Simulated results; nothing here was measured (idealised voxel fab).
The name of this process module is voxel gate over fins.
cross-section cut | 210 nm wide | cells 5 nm
Cross-section, as written here: a square-cell grid given band by band from the top down, where a band holds one or more rows of cells. Band entry format. Leading values: height of top, height of bottom, nm. Remainder: materials in left-to-right order, each with its width in nm. Special words: "full width" on a single material, which then fills the band edge to edge; "blank", empty space. Counting heights begins at 0, where everything beneath is, in the wafer as received, one material. The lowest band has no bottom; it goes on downwards, as "0 down" shows. The width entry "30..40" should be interpreted row by row: the top row of cells in the band takes the first number, the bottom row takes the second number, and the change between adjacent rows is uniform throughout. "same as before" after a step means that no cell of the cross-section changed. The list in "Closed voids list" covers empty spaces of 8 cells or more that cannot reach the top through any open way, and it gives each as width x height at distance; the distance is from the left edge, and width, height and distance are in nm. Note: text after step settings on the step line = simulator remark on that step. What "overlay nm" on a step's line means: if the step has a mask, that mask lay this far to the right of its planned place, or, when the value is negative, to the left.

## These are the steps we planned for the process
1 RECEIVE: material Si
2 CONFORMAL_DEP: material SiN, thk nm 5
3 DIRECTIONAL_DEP: material aC, thk nm 10
4 PATTERN: tone cover, mask id FINS, material resist, width nm 15, pitch nm 35, thk nm 30, overlay nm 0
5 DIRECTIONAL_ETCH: etch materials aC, depth nm 10
6 STRIP: etch materials resist
7 DIRECTIONAL_ETCH: etch materials SiN, depth nm 5
8 DIRECTIONAL_ETCH: etch materials Si, depth nm 35
9 STRIP: etch materials aC
10 OXIDIZE: depth nm 5
11 FILL_DEP: material SiO2, thk nm 15
12 CMP: height nm 5
13 SELECTIVE_ETCH: etch materials SiO2, depth nm 20
14 STRIP: etch materials SiN
15 CONFORMAL_DEP: material HfO2, thk nm 5
16 CONFORMAL_DEP: material TiN, thk nm 5
17 CONFORMAL_DEP: material TiAl, thk nm 5
18 CONFORMAL_DEP: material TiN, thk nm 5
19 FILL_DEP: material W, thk nm 15
20 CMP: height nm 30
21 CONFORMAL_DEP: material SiN, thk nm 5

## First out of two wafers; run went to plan

## So this is the incoming wafer in cross-section - it's already been through step 1
    0 down: Si full width
    Closed voids list: none

## Cross-section of the wafer after step 2
    5 to 0: SiN full width
    Unchanged below 0.

## Cross-section of the wafer after step 3
    15 to 5: aC full width
    Unchanged below 5.

## Cross-section of the wafer after step 4
    45 to 15: blank 45 / resist 15 / blank 20 / resist 15 / blank 20 / resist 15 / blank 20 / resist 15 / blank 45
    Unchanged below 15.

## Cross-section of the wafer after step 5
    35 to 15: blank 45 / resist 15 / blank 20 / resist 15 / blank 20 / resist 15 / blank 20 / resist 15 / blank 45
    15 to 5: blank 45 / aC 15 / blank 20 / aC 15 / blank 20 / aC 15 / blank 20 / aC 15 / blank 45
    Unchanged below 5.

## Cross-section of the wafer after step 6
    15 to 5: blank 45 / aC 15 / blank 20 / aC 15 / blank 20 / aC 15 / blank 20 / aC 15 / blank 45
    Unchanged below 5.

## Cross-section of the wafer after step 7
    15 to 5: blank 45 / aC 15 / blank 20 / aC 15 / blank 20 / aC 15 / blank 20 / aC 15 / blank 45
    5 to 0: blank 45 / SiN 15 / blank 20 / SiN 15 / blank 20 / SiN 15 / blank 20 / SiN 15 / blank 45
    Unchanged below 0.

## Cross-section of the wafer after step 8
    15 to 5: blank 45 / aC 15 / blank 20 / aC 15 / blank 20 / aC 15 / blank 20 / aC 15 / blank 45
    5 to 0: blank 45 / SiN 15 / blank 20 / SiN 15 / blank 20 / SiN 15 / blank 20 / SiN 15 / blank 45
    0 to -35: blank 45 / Si 15 / blank 20 / Si 15 / blank 20 / Si 15 / blank 20 / Si 15 / blank 45
    Unchanged below -35.

## Cross-section of the wafer after step 9
    5 to 0: blank 45 / SiN 15 / blank 20 / SiN 15 / blank 20 / SiN 15 / blank 20 / SiN 15 / blank 45
    Unchanged below 0.

## Cross-section of the wafer after step 10
    5 to 0: blank 45 / SiN 15 / blank 20 / SiN 15 / blank 20 / SiN 15 / blank 20 / SiN 15 / blank 45
    0 to -35: blank 45 / SiO2 5 / Si 5 / SiO2 5 / blank 20 / SiO2 5 / Si 5 / SiO2 5 / blank 20 / SiO2 5 / Si 5 / SiO2 5 / blank 20 / SiO2 5 / Si 5 / SiO2 5 / blank 45
    -35 to -40: SiO2 50 / Si 5 / SiO2 30 / Si 5 / SiO2 30 / Si 5 / SiO2 30 / Si 5 / SiO2 50
    Unchanged below -40.

## Cross-section of the wafer after step 11
    20 to 5: SiO2 full width
    5 to 0: SiO2 45 / SiN 15 / SiO2 20 / SiN 15 / SiO2 20 / SiN 15 / SiO2 20 / SiN 15 / SiO2 45
    0 to -40: SiO2 50 / Si 5 / SiO2 30 / Si 5 / SiO2 30 / Si 5 / SiO2 30 / Si 5 / SiO2 50
    Unchanged below -40.

## Cross-section of the wafer after step 12
    5 to 0: SiO2 45 / SiN 15 / SiO2 20 / SiN 15 / SiO2 20 / SiN 15 / SiO2 20 / SiN 15 / SiO2 45
    Unchanged below 0.

## Cross-section of the wafer after step 13
    5 to 0: blank 45 / SiN 15 / blank 20 / SiN 15 / blank 20 / SiN 15 / blank 20 / SiN 15 / blank 45
    0 to -15: blank 50 / Si 5 / blank 30 / Si 5 / blank 30 / Si 5 / blank 30 / Si 5 / blank 50
    Unchanged below -15.

## Cross-section of the wafer after step 14
    0 to -15: blank 50 / Si 5 / blank 30 / Si 5 / blank 30 / Si 5 / blank 30 / Si 5 / blank 50
    Unchanged below -15.

## Cross-section of the wafer after step 15
    5 to 0: blank 45 / HfO2 15 / blank 20 / HfO2 15 / blank 20 / HfO2 15 / blank 20 / HfO2 15 / blank 45
    0 to -10: blank 45 / HfO2 5 / Si 5 / HfO2 5 / blank 20 / HfO2 5 / Si 5 / HfO2 5 / blank 20 / HfO2 5 / Si 5 / HfO2 5 / blank 20 / HfO2 5 / Si 5 / HfO2 5 / blank 45
    -10 to -15: HfO2 50 / Si 5 / HfO2 30 / Si 5 / HfO2 30 / Si 5 / HfO2 30 / Si 5 / HfO2 50
    Unchanged below -15.

## Cross-section of the wafer after step 16
    10 to 5: blank 40 / TiN 25 / blank 10 / TiN 25 / blank 10 / TiN 25 / blank 10 / TiN 25 / blank 40
    5 to 0: blank 40 / TiN 5 / HfO2 15 / TiN 5 / blank 10 / TiN 5 / HfO2 15 / TiN 5 / blank 10 / TiN 5 / HfO2 15 / TiN 5 / blank 10 / TiN 5 / HfO2 15 / TiN 5 / blank 40
    0 to -5: blank 40 / TiN 5 / HfO2 5 / Si 5 / HfO2 5 / TiN 5 / blank 10 / TiN 5 / HfO2 5 / Si 5 / HfO2 5 / TiN 5 / blank 10 / TiN 5 / HfO2 5 / Si 5 / HfO2 5 / TiN 5 / blank 10 / TiN 5 / HfO2 5 / Si 5 / HfO2 5 / TiN 5 / blank 40
    -5 to -10: TiN 45 / HfO2 5 / Si 5 / HfO2 5 / TiN 20 / HfO2 5 / Si 5 / HfO2 5 / TiN 20 / HfO2 5 / Si 5 / HfO2 5 / TiN 20 / HfO2 5 / Si 5 / HfO2 5 / TiN 45
    Unchanged below -10.

## Cross-section of the wafer after step 17
    15 to 10: blank 35 / TiAl 140 / blank 35
    10 to 5: blank 35 / TiAl 5 / TiN 25 / TiAl 10 / TiN 25 / TiAl 10 / TiN 25 / TiAl 10 / TiN 25 / TiAl 5 / blank 35
    5 to 0: blank 35 / TiAl 5 / TiN 5 / HfO2 15 / TiN 5 / TiAl 10 / TiN 5 / HfO2 15 / TiN 5 / TiAl 10 / TiN 5 / HfO2 15 / TiN 5 / TiAl 10 / TiN 5 / HfO2 15 / TiN 5 / TiAl 5 / blank 35
    0 to -5: TiAl 40 / TiN 5 / HfO2 5 / Si 5 / HfO2 5 / TiN 5 / TiAl 10 / TiN 5 / HfO2 5 / Si 5 / HfO2 5 / TiN 5 / TiAl 10 / TiN 5 / HfO2 5 / Si 5 / HfO2 5 / TiN 5 / TiAl 10 / TiN 5 / HfO2 5 / Si 5 / HfO2 5 / TiN 5 / TiAl 40
    Unchanged below -5.

## Cross-section of the wafer after step 18
    20 to 15: blank 30 / TiN 150 / blank 30
    15 to 10: blank 30 / TiN 5 / TiAl 140 / TiN 5 / blank 30
    10 to 5: blank 30 / TiN 5 / TiAl 5 / TiN 25 / TiAl 10 / TiN 25 / TiAl 10 / TiN 25 / TiAl 10 / TiN 25 / TiAl 5 / TiN 5 / blank 30
    5 to 0: TiN 35 / TiAl 5 / TiN 5 / HfO2 15 / TiN 5 / TiAl 10 / TiN 5 / HfO2 15 / TiN 5 / TiAl 10 / TiN 5 / HfO2 15 / TiN 5 / TiAl 10 / TiN 5 / HfO2 15 / TiN 5 / TiAl 5 / TiN 35
    Unchanged below 0.

## Cross-section of the wafer after step 19
    35 to 20: W full width
    20 to 15: W 30 / TiN 150 / W 30
    15 to 10: W 30 / TiN 5 / TiAl 140 / TiN 5 / W 30
    10 to 5: W 30 / TiN 5 / TiAl 5 / TiN 25 / TiAl 10 / TiN 25 / TiAl 10 / TiN 25 / TiAl 10 / TiN 25 / TiAl 5 / TiN 5 / W 30
    Unchanged below 5.

## Cross-section of the wafer after step 20
    30 to 20: W full width
    Unchanged below 20.

## Cross-section of the wafer after step 21
    35 to 30: SiN full width
    Unchanged below 30.

## For the second wafer, take the first wafer's start and plan, then add one mistake made in running it; everything through step 12, that step included, is shared with the first

## Second wafer, sectioned view, at step 13's planned end time
    5 to 0: SiO2 45 / blank 15 / SiO2 20 / blank 15 / SiO2 20 / blank 15 / SiO2 20 / blank 15 / SiO2 45
    Unchanged below 0.

## Second wafer, sectioned view, at step 14's planned end time
    0 to -15: blank 50 / Si 5 / blank 30 / Si 5 / blank 30 / Si 5 / blank 30 / Si 5 / blank 50
    -15 to -20: SiO2 25 / blank 25 / Si 5 / blank 30 / Si 5 / blank 30 / Si 5 / blank 30 / Si 5 / blank 25 / SiO2 25
    Unchanged below -20.

## Second wafer, sectioned view, at step 15's planned end time
    5 to 0: blank 45 / HfO2 15 / blank 20 / HfO2 15 / blank 20 / HfO2 15 / blank 20 / HfO2 15 / blank 45
    0 to -10: blank 45 / HfO2 5 / Si 5 / HfO2 5 / blank 20 / HfO2 5 / Si 5 / HfO2 5 / blank 20 / HfO2 5 / Si 5 / HfO2 5 / blank 20 / HfO2 5 / Si 5 / HfO2 5 / blank 45
    -10 to -15: HfO2 30 / blank 15 / HfO2 5 / Si 5 / HfO2 5 / blank 20 / HfO2 5 / Si 5 / HfO2 5 / blank 20 / HfO2 5 / Si 5 / HfO2 5 / blank 20 / HfO2 5 / Si 5 / HfO2 5 / blank 15 / HfO2 30
    -15 to -20: SiO2 25 / HfO2 25 / Si 5 / HfO2 30 / Si 5 / HfO2 30 / Si 5 / HfO2 30 / Si 5 / HfO2 25 / SiO2 25
    Unchanged below -20.

## Second wafer, sectioned view, at step 16's planned end time
    10 to 5: blank 40 / TiN 25 / blank 10 / TiN 25 / blank 10 / TiN 25 / blank 10 / TiN 25 / blank 40
    5 to 0: blank 40 / TiN 5 / HfO2 15 / TiN 5 / blank 10 / TiN 5 / HfO2 15 / TiN 5 / blank 10 / TiN 5 / HfO2 15 / TiN 5 / blank 10 / TiN 5 / HfO2 15 / TiN 5 / blank 40
    0 to -5: blank 40 / TiN 5 / HfO2 5 / Si 5 / HfO2 5 / TiN 5 / blank 10 / TiN 5 / HfO2 5 / Si 5 / HfO2 5 / TiN 5 / blank 10 / TiN 5 / HfO2 5 / Si 5 / HfO2 5 / TiN 5 / blank 10 / TiN 5 / HfO2 5 / Si 5 / HfO2 5 / TiN 5 / blank 40
    -5 to -10: TiN 35 / blank 5 / TiN 5 / HfO2 5 / Si 5 / HfO2 5 / TiN 5 / blank 10 / TiN 5 / HfO2 5 / Si 5 / HfO2 5 / TiN 5 / blank 10 / TiN 5 / HfO2 5 / Si 5 / HfO2 5 / TiN 5 / blank 10 / TiN 5 / HfO2 5 / Si 5 / HfO2 5 / TiN 5 / blank 5 / TiN 35
    -10 to -15: HfO2 30 / TiN 15 / HfO2 5 / Si 5 / HfO2 5 / TiN 20 / HfO2 5 / Si 5 / HfO2 5 / TiN 20 / HfO2 5 / Si 5 / HfO2 5 / TiN 20 / HfO2 5 / Si 5 / HfO2 5 / TiN 15 / HfO2 30
    Unchanged below -15.

## Second wafer, sectioned view, at step 17's planned end time
    15 to 10: blank 35 / TiAl 140 / blank 35
    10 to 5: blank 35 / TiAl 5 / TiN 25 / TiAl 10 / TiN 25 / TiAl 10 / TiN 25 / TiAl 10 / TiN 25 / TiAl 5 / blank 35
    5 to 0: blank 35 / TiAl 5 / TiN 5 / HfO2 15 / TiN 5 / TiAl 10 / TiN 5 / HfO2 15 / TiN 5 / TiAl 10 / TiN 5 / HfO2 15 / TiN 5 / TiAl 10 / TiN 5 / HfO2 15 / TiN 5 / TiAl 5 / blank 35
    0 to -5: TiAl 40 / TiN 5 / HfO2 5 / Si 5 / HfO2 5 / TiN 5 / TiAl 10 / TiN 5 / HfO2 5 / Si 5 / HfO2 5 / TiN 5 / TiAl 10 / TiN 5 / HfO2 5 / Si 5 / HfO2 5 / TiN 5 / TiAl 10 / TiN 5 / HfO2 5 / Si 5 / HfO2 5 / TiN 5 / TiAl 40
    -5 to -10: TiN 35 / TiAl 5 / TiN 5 / HfO2 5 / Si 5 / HfO2 5 / TiN 5 / TiAl 10 / TiN 5 / HfO2 5 / Si 5 / HfO2 5 / TiN 5 / TiAl 10 / TiN 5 / HfO2 5 / Si 5 / HfO2 5 / TiN 5 / TiAl 10 / TiN 5 / HfO2 5 / Si 5 / HfO2 5 / TiN 5 / TiAl 5 / TiN 35
    Unchanged below -10.

## Second wafer, sectioned view, at step 18's planned end time
    20 to 15: blank 30 / TiN 150 / blank 30
    15 to 10: blank 30 / TiN 5 / TiAl 140 / TiN 5 / blank 30
    10 to 5: blank 30 / TiN 5 / TiAl 5 / TiN 25 / TiAl 10 / TiN 25 / TiAl 10 / TiN 25 / TiAl 10 / TiN 25 / TiAl 5 / TiN 5 / blank 30
    5 to 0: TiN 35 / TiAl 5 / TiN 5 / HfO2 15 / TiN 5 / TiAl 10 / TiN 5 / HfO2 15 / TiN 5 / TiAl 10 / TiN 5 / HfO2 15 / TiN 5 / TiAl 10 / TiN 5 / HfO2 15 / TiN 5 / TiAl 5 / TiN 35
    Unchanged below 0.

## Second wafer, sectioned view, at step 19's planned end time
    35 to 20: W full width
    20 to 15: W 30 / TiN 150 / W 30
    15 to 10: W 30 / TiN 5 / TiAl 140 / TiN 5 / W 30
    10 to 5: W 30 / TiN 5 / TiAl 5 / TiN 25 / TiAl 10 / TiN 25 / TiAl 10 / TiN 25 / TiAl 10 / TiN 25 / TiAl 5 / TiN 5 / W 30
    Unchanged below 5.

## Second wafer, sectioned view, at step 20's planned end time
    30 to 20: W full width
    Unchanged below 20.

## Second wafer, sectioned view, at step 21's planned end time
    35 to 30: SiN full width
    Unchanged below 30.
Plan not followed: note: step 13 <-> step 14, run order reversed vs plan
Wafer comparison, final, in cells, second relative to first, materials more or fewer: HfO2 +10; SiO2 -28; TiAl +8; TiN +10
